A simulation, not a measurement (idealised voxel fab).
The following is a process module called voxel double patterning.
The cross-section shown here is cut; it is 180 nm wide and divided into square cells measuring 5 nm on a side.
We lay out every cross-section as a grid of square cells and spell it out in bands from the top down, where one band means one or more rows of cells.
Per band: top height and bottom height in nm, followed by the left-to-right materials and their widths in nm; "everywhere" marks a single material spanning edge to edge, "empty" marks empty space.
For the purposes of this specification, 0 denotes the height below which the wafer in its as-received condition is composed wholly of one material, and the lowermost band, lacking a lower limit, extends downward without end, as expressed in "from 0 down".
A width given as "30->40" starts at the first number in the band's top row and ends at the second number in its bottom row, shifting by an equal amount at every step from row to row.
Given "everything unchanged" for a step, no cell of the cross-section differs between before and after that step.
In "Catalogued sealed voids" the enclosed voids are listed, meaning empty spaces of 8 cells or larger without any opening to the top. The form is width x height at distance, distance from the left edge, units nm.
The remark found on a step's line after its settings is issued by the simulator itself and pertains to that step.
overlay nm: step with mask; distance mask lay right of planned place; negative value = left of planned place.

-- The process steps that were planned are listed below
1. op RECEIVE | material Si
2. op CONFORMAL_DEP | material SiO2 | thk nm 5
3. op DIRECTIONAL_DEP | material polySi | thk nm 10
4. op DIRECTIONAL_DEP | material SiN | thk nm 10
5. op MASKED_ETCH | tone open | mask id FIRST | width nm 15 | pitch nm 50 | etch materials SiN | depth nm 10 | overlay nm 0
6. op DIRECTIONAL_DEP | material aC | thk nm 15
7. op PATTERN | tone open | mask id SECOND | material resist | width nm 15 | thk nm 35 | overlay nm 0
8. op DIRECTIONAL_ETCH | etch materials aC | depth nm 15
9. op STRIP | etch materials resist
10. op DIRECTIONAL_ETCH | etch materials SiN | depth nm 10
11. op STRIP | etch materials aC
12. op DIRECTIONAL_ETCH | etch materials polySi | depth nm 10
13. op STRIP | etch materials SiN
The thk nm used in step 2 is not the same on every wafer, whereas the starting condition is; the value printed in the plan is the first wafer's.

-- Step 1 complete: as-received cross-section of the first of several wafers
- from 0 down | Si everywhere
- Catalogued sealed voids: none

-- Per wafer (row), end of module: delta in cells per material since receipt, (+) for gained, (-) for lost; closed voids after that
thk nm 5, +36 SiO2, +54 polySi, Catalogued sealed voids: none
thk nm 10, +72 SiO2, +54 polySi, Catalogued sealed voids: none
thk nm 15, +108 SiO2, +54 polySi, Catalogued sealed voids: none
thk nm 20, +144 SiO2, +54 polySi, Catalogued sealed voids: none
thk nm 25, +180 SiO2, +54 polySi, Catalogued sealed voids: none
